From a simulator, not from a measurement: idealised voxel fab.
Name of the process module below: voxel gate over fins
In the cross-section labelled cut, the width is 195 nm and each square cell is 5 nm.
Think of the cross-section as a grid of square cells. We describe it in bands, top to bottom, and each band covers one or more rows of those cells.
Band: top height; bottom height; in nm. Then, left to right: material with width in nm, for each material. "full width": a single material spanning edge to edge. "empty": empty space.
The level at which height equals 0 is the one under which the wafer, as it arrives, is entirely one material. No lower edge exists for the bottom band, which continues downward and is notated as in "0 and below".
Width: "30->40" (first number = top row, second number = bottom row, same change from row to row of cells).
Basically "no alteration" means that step didn't change any cell in the cross-section.
Listed in "Enclosed void listing": every empty space of 8 or more cells without an open way to the top. Form: width x height at distance, the distance being from the left edge, all in nm.
Where a step's line continues beyond its settings, the continuation is a remark by the simulator itself on that step.
The "overlay nm" setting may appear on a step's line; for a step that uses a mask, it gives how far to the right of its planned position the mask lay, and a negative value indicates the left.
### plan
1,RECEIVE with material Si
2,CONFORMAL_DEP with material SiN, thk nm 5
3,PATTERN with tone cover, mask id FINS, material resist, width nm 15, pitch nm 45, thk nm 20, overlay nm 0
4,DIRECTIONAL_ETCH with etch materials SiN, depth nm 5
5,DIRECTIONAL_ETCH with etch materials Si, depth nm 30
6,STRIP with etch materials resist
7,OXIDIZE with depth nm 5
8,FILL_DEP with material SiO2, thk nm 5
9,CMP with height nm 5
10,SELECTIVE_ETCH with etch materials SiO2, depth nm 20
11,STRIP with etch materials SiN
12,CONFORMAL_DEP with material HfO2, thk nm 5
13,CONFORMAL_DEP with material TiN, thk nm 5
14,FILL_DEP with material W, thk nm 10
15,CMP with height nm 15
16,CONFORMAL_DEP with material SiN, thk nm 10
### What follows covers the first of two wafers; it ran as planned
### Step 1 complete: cross-section of the wafer as received
0 and below = Si full width
Enclosed void listing: none
### Presented here is a cross-section of the wafer after step 2 has been performed
5 down to 0 = SiN full width
Everything below 0 is unchanged.
### Presented here is a cross-section of the wafer after step 3 has been performed
25 down to 5 = 20 of empty, 15 of resist, 30 of empty, 15 of resist, 30 of empty, 15 of resist, 30 of empty, 15 of resist, 25 of empty
Everything below 5 is unchanged.
### Presented here is a cross-section of the wafer after step 4 has been performed
25 down to 5 = 20 of empty, 15 of resist, 30 of empty, 15 of resist, 30 of empty, 15 of resist, 30 of empty, 15 of resist, 25 of empty
5 down to 0 = 20 of empty, 15 of SiN, 30 of empty, 15 of SiN, 30 of empty, 15 of SiN, 30 of empty, 15 of SiN, 25 of empty
Everything below 0 is unchanged.
### Presented here is a cross-section of the wafer after step 5 has been performed
25 down to 5 = 20 of empty, 15 of resist, 30 of empty, 15 of resist, 30 of empty, 15 of resist, 30 of empty, 15 of resist, 25 of empty
5 down to 0 = 20 of empty, 15 of SiN, 30 of empty, 15 of SiN, 30 of empty, 15 of SiN, 30 of empty, 15 of SiN, 25 of empty
0 down to -30 = 20 of empty, 15 of Si, 30 of empty, 15 of Si, 30 of empty, 15 of Si, 30 of empty, 15 of Si, 25 of empty
Everything below -30 is unchanged.
### Presented here is a cross-section of the wafer after step 6 has been performed
5 down to 0 = 20 of empty, 15 of SiN, 30 of empty, 15 of SiN, 30 of empty, 15 of SiN, 30 of empty, 15 of SiN, 25 of empty
Everything below 0 is unchanged.
### Presented here is a cross-section of the wafer after step 7 has been performed
5 down to 0 = 20 of empty, 15 of SiN, 30 of empty, 15 of SiN, 30 of empty, 15 of SiN, 30 of empty, 15 of SiN, 25 of empty
0 down to -30 = 20 of empty, 5 of SiO2, 5 of Si, 5 of SiO2, 30 of empty, 5 of SiO2, 5 of Si, 5 of SiO2, 30 of empty, 5 of SiO2, 5 of Si, 5 of SiO2, 30 of empty, 5 of SiO2, 5 of Si, 5 of SiO2, 25 of empty
-30 down to -35 = 25 of SiO2, 5 of Si, 40 of SiO2, 5 of Si, 40 of SiO2, 5 of Si, 40 of SiO2, 5 of Si, 30 of SiO2
Everything below -35 is unchanged.
### Presented here is a cross-section of the wafer after step 8 has been performed
10 down to 5 = SiO2 full width
5 down to 0 = 20 of SiO2, 15 of SiN, 30 of SiO2, 15 of SiN, 30 of SiO2, 15 of SiN, 30 of SiO2, 15 of SiN, 25 of SiO2
0 down to -35 = 25 of SiO2, 5 of Si, 40 of SiO2, 5 of Si, 40 of SiO2, 5 of Si, 40 of SiO2, 5 of Si, 30 of SiO2
Everything below -35 is unchanged.
### Presented here is a cross-section of the wafer after step 9 has been performed
5 down to 0 = 20 of SiO2, 15 of SiN, 30 of SiO2, 15 of SiN, 30 of SiO2, 15 of SiN, 30 of SiO2, 15 of SiN, 25 of SiO2
Everything below 0 is unchanged.
### Presented here is a cross-section of the wafer after step 10 has been performed
5 down to 0 = 20 of empty, 15 of SiN, 30 of empty, 15 of SiN, 30 of empty, 15 of SiN, 30 of empty, 15 of SiN, 25 of empty
0 down to -15 = 25 of empty, 5 of Si, 40 of empty, 5 of Si, 40 of empty, 5 of Si, 40 of empty, 5 of Si, 30 of empty
Everything below -15 is unchanged.
### Presented here is a cross-section of the wafer after step 11 has been performed
0 down to -15 = 25 of empty, 5 of Si, 40 of empty, 5 of Si, 40 of empty, 5 of Si, 40 of empty, 5 of Si, 30 of empty
Everything below -15 is unchanged.
### Presented here is a cross-section of the wafer after step 12 has been performed
5 down to 0 = 20 of empty, 15 of HfO2, 30 of empty, 15 of HfO2, 30 of empty, 15 of HfO2, 30 of empty, 15 of HfO2, 25 of empty
0 down to -10 = 20 of empty, 5 of HfO2, 5 of Si, 5 of HfO2, 30 of empty, 5 of HfO2, 5 of Si, 5 of HfO2, 30 of empty, 5 of HfO2, 5 of Si, 5 of HfO2, 30 of empty, 5 of HfO2, 5 of Si, 5 of HfO2, 25 of empty
-10 down to -15 = 25 of HfO2, 5 of Si, 40 of HfO2, 5 of Si, 40 of HfO2, 5 of Si, 40 of HfO2, 5 of Si, 30 of HfO2
Everything below -15 is unchanged.
### Presented here is a cross-section of the wafer after step 13 has been performed
10 down to 5 = 15 of empty, 25 of TiN, 20 of empty, 25 of TiN, 20 of empty, 25 of TiN, 20 of empty, 25 of TiN, 20 of empty
5 down to 0 = 15 of empty, 5 of TiN, 15 of HfO2, 5 of TiN, 20 of empty, 5 of TiN, 15 of HfO2, 5 of TiN, 20 of empty, 5 of TiN, 15 of HfO2, 5 of TiN, 20 of empty, 5 of TiN, 15 of HfO2, 5 of TiN, 20 of empty
0 down to -5 = 15 of empty, 5 of TiN, 5 of HfO2, 5 of Si, 5 of HfO2, 5 of TiN, 20 of empty, 5 of TiN, 5 of HfO2, 5 of Si, 5 of HfO2, 5 of TiN, 20 of empty, 5 of TiN, 5 of HfO2, 5 of Si, 5 of HfO2, 5 of TiN, 20 of empty, 5 of TiN, 5 of HfO2, 5 of Si, 5 of HfO2, 5 of TiN, 20 of empty
-5 down to -10 = 20 of TiN, 5 of HfO2, 5 of Si, 5 of HfO2, 30 of TiN, 5 of HfO2, 5 of Si, 5 of HfO2, 30 of TiN, 5 of HfO2, 5 of Si, 5 of HfO2, 30 of TiN, 5 of HfO2, 5 of Si, 5 of HfO2, 25 of TiN
Everything below -10 is unchanged.
### Presented here is a cross-section of the wafer after step 14 has been performed
20 down to 10 = W full width
10 down to 5 = 15 of W, 25 of TiN, 20 of W, 25 of TiN, 20 of W, 25 of TiN, 20 of W, 25 of TiN, 20 of W
5 down to 0 = 15 of W, 5 of TiN, 15 of HfO2, 5 of TiN, 20 of W, 5 of TiN, 15 of HfO2, 5 of TiN, 20 of W, 5 of TiN, 15 of HfO2, 5 of TiN, 20 of W, 5 of TiN, 15 of HfO2, 5 of TiN, 20 of W
0 down to -5 = 15 of W, 5 of TiN, 5 of HfO2, 5 of Si, 5 of HfO2, 5 of TiN, 20 of W, 5 of TiN, 5 of HfO2, 5 of Si, 5 of HfO2, 5 of TiN, 20 of W, 5 of TiN, 5 of HfO2, 5 of Si, 5 of HfO2, 5 of TiN, 20 of W, 5 of TiN, 5 of HfO2, 5 of Si, 5 of HfO2, 5 of TiN, 20 of W
Everything below -5 is unchanged.
### Presented here is a cross-section of the wafer after step 15 has been performed
15 down to 10 = W full width
Everything below 10 is unchanged.
### Presented here is a cross-section of the wafer after step 16 has been performed
25 down to 15 = SiN full width
Everything below 15 is unchanged.
### Second wafer, same starting conditions and recipe as the first, one mistake in executing it, nothing differs from the first up to and including step 2
### Cross-section of the second wafer at the time step 3 of the plan should have ended
25 down to 5 = 25 of empty, 15 of resist, 30 of empty, 15 of resist, 30 of empty, 15 of resist, 30 of empty, 15 of resist, 20 of empty
Everything below 5 is unchanged.
### Cross-section of the second wafer at the time step 4 of the plan should have ended
25 down to 5 = 25 of empty, 15 of resist, 30 of empty, 15 of resist, 30 of empty, 15 of resist, 30 of empty, 15 of resist, 20 of empty
5 down to 0 = 25 of empty, 15 of SiN, 30 of empty, 15 of SiN, 30 of empty, 15 of SiN, 30 of empty, 15 of SiN, 20 of empty
Everything below 0 is unchanged.
### Cross-section of the second wafer at the time step 5 of the plan should have ended
25 down to 5 = 25 of empty, 15 of resist, 30 of empty, 15 of resist, 30 of empty, 15 of resist, 30 of empty, 15 of resist, 20 of empty
5 down to 0 = 25 of empty, 15 of SiN, 30 of empty, 15 of SiN, 30 of empty, 15 of SiN, 30 of empty, 15 of SiN, 20 of empty
0 down to -30 = 25 of empty, 15 of Si, 30 of empty, 15 of Si, 30 of empty, 15 of Si, 30 of empty, 15 of Si, 20 of empty
Everything below -30 is unchanged.
### Cross-section of the second wafer at the time step 6 of the plan should have ended
5 down to 0 = 25 of empty, 15 of SiN, 30 of empty, 15 of SiN, 30 of empty, 15 of SiN, 30 of empty, 15 of SiN, 20 of empty
Everything below 0 is unchanged.
### Cross-section of the second wafer at the time step 7 of the plan should have ended
5 down to 0 = 25 of empty, 15 of SiN, 30 of empty, 15 of SiN, 30 of empty, 15 of SiN, 30 of empty, 15 of SiN, 20 of empty
0 down to -30 = 25 of empty, 5 of SiO2, 5 of Si, 5 of SiO2, 30 of empty, 5 of SiO2, 5 of Si, 5 of SiO2, 30 of empty, 5 of SiO2, 5 of Si, 5 of SiO2, 30 of empty, 5 of SiO2, 5 of Si, 5 of SiO2, 20 of empty
-30 down to -35 = 30 of SiO2, 5 of Si, 40 of SiO2, 5 of Si, 40 of SiO2, 5 of Si, 40 of SiO2, 5 of Si, 25 of SiO2
Everything below -35 is unchanged.
### Cross-section of the second wafer at the time step 8 of the plan should have ended
10 down to 5 = SiO2 full width
5 down to 0 = 25 of SiO2, 15 of SiN, 30 of SiO2, 15 of SiN, 30 of SiO2, 15 of SiN, 30 of SiO2, 15 of SiN, 20 of SiO2
0 down to -35 = 30 of SiO2, 5 of Si, 40 of SiO2, 5 of Si, 40 of SiO2, 5 of Si, 40 of SiO2, 5 of Si, 25 of SiO2
Everything below -35 is unchanged.
### Cross-section of the second wafer at the time step 9 of the plan should have ended
5 down to 0 = 25 of SiO2, 15 of SiN, 30 of SiO2, 15 of SiN, 30 of SiO2, 15 of SiN, 30 of SiO2, 15 of SiN, 20 of SiO2
Everything below 0 is unchanged.
### Cross-section of the second wafer at the time step 10 of the plan should have ended
5 down to 0 = 25 of empty, 15 of SiN, 30 of empty, 15 of SiN, 30 of empty, 15 of SiN, 30 of empty, 15 of SiN, 20 of empty
0 down to -15 = 30 of empty, 5 of Si, 40 of empty, 5 of Si, 40 of empty, 5 of Si, 40 of empty, 5 of Si, 25 of empty
Everything below -15 is unchanged.
### Cross-section of the second wafer at the time step 11 of the plan should have ended
0 down to -15 = 30 of empty, 5 of Si, 40 of empty, 5 of Si, 40 of empty, 5 of Si, 40 of empty, 5 of Si, 25 of empty
Everything below -15 is unchanged.
### Cross-section of the second wafer at the time step 12 of the plan should have ended
5 down to 0 = 25 of empty, 15 of HfO2, 30 of empty, 15 of HfO2, 30 of empty, 15 of HfO2, 30 of empty, 15 of HfO2, 20 of empty
0 down to -10 = 25 of empty, 5 of HfO2, 5 of Si, 5 of HfO2, 30 of empty, 5 of HfO2, 5 of Si, 5 of HfO2, 30 of empty, 5 of HfO2, 5 of Si, 5 of HfO2, 30 of empty, 5 of HfO2, 5 of Si, 5 of HfO2, 20 of empty
-10 down to -15 = 30 of HfO2, 5 of Si, 40 of HfO2, 5 of Si, 40 of HfO2, 5 of Si, 40 of HfO2, 5 of Si, 25 of HfO2
Everything below -15 is unchanged.
### Cross-section of the second wafer at the time step 13 of the plan should have ended
10 down to 5 = 20 of empty, 25 of TiN, 20 of empty, 25 of TiN, 20 of empty, 25 of TiN, 20 of empty, 25 of TiN, 15 of empty
5 down to 0 = 20 of empty, 5 of TiN, 15 of HfO2, 5 of TiN, 20 of empty, 5 of TiN, 15 of HfO2, 5 of TiN, 20 of empty, 5 of TiN, 15 of HfO2, 5 of TiN, 20 of empty, 5 of TiN, 15 of HfO2, 5 of TiN, 15 of empty
0 down to -5 = 20 of empty, 5 of TiN, 5 of HfO2, 5 of Si, 5 of HfO2, 5 of TiN, 20 of empty, 5 of TiN, 5 of HfO2, 5 of Si, 5 of HfO2, 5 of TiN, 20 of empty, 5 of TiN, 5 of HfO2, 5 of Si, 5 of HfO2, 5 of TiN, 20 of empty, 5 of TiN, 5 of HfO2, 5 of Si, 5 of HfO2, 5 of TiN, 15 of empty
-5 down to -10 = 25 of TiN, 5 of HfO2, 5 of Si, 5 of HfO2, 30 of TiN, 5 of HfO2, 5 of Si, 5 of HfO2, 30 of TiN, 5 of HfO2, 5 of Si, 5 of HfO2, 30 of TiN, 5 of HfO2, 5 of Si, 5 of HfO2, 20 of TiN
Everything below -10 is unchanged.
### Cross-section of the second wafer at the time step 14 of the plan should have ended
20 down to 10 = W full width
10 down to 5 = 20 of W, 25 of TiN, 20 of W, 25 of TiN, 20 of W, 25 of TiN, 20 of W, 25 of TiN, 15 of W
5 down to 0 = 20 of W, 5 of TiN, 15 of HfO2, 5 of TiN, 20 of W, 5 of TiN, 15 of HfO2, 5 of TiN, 20 of W, 5 of TiN, 15 of HfO2, 5 of TiN, 20 of W, 5 of TiN, 15 of HfO2, 5 of TiN, 15 of W
0 down to -5 = 20 of W, 5 of TiN, 5 of HfO2, 5 of Si, 5 of HfO2, 5 of TiN, 20 of W, 5 of TiN, 5 of HfO2, 5 of Si, 5 of HfO2, 5 of TiN, 20 of W, 5 of TiN, 5 of HfO2, 5 of Si, 5 of HfO2, 5 of TiN, 20 of W, 5 of TiN, 5 of HfO2, 5 of Si, 5 of HfO2, 5 of TiN, 15 of W
Everything below -5 is unchanged.
### Cross-section of the second wafer at the time step 15 of the plan should have ended
15 down to 10 = W full width
Everything below 10 is unchanged.
### Cross-section of the second wafer at the time step 16 of the plan should have ended
25 down to 15 = SiN full width
Everything below 15 is unchanged.
Here's what went sideways: not per plan at step 3, really ran PATTERN with tone cover, mask id FINS, material resist, width nm 15, pitch nm 45, thk nm 20, overlay nm 5
The two final wafers agree on how many cells each material fills and disagree on which cells those are.
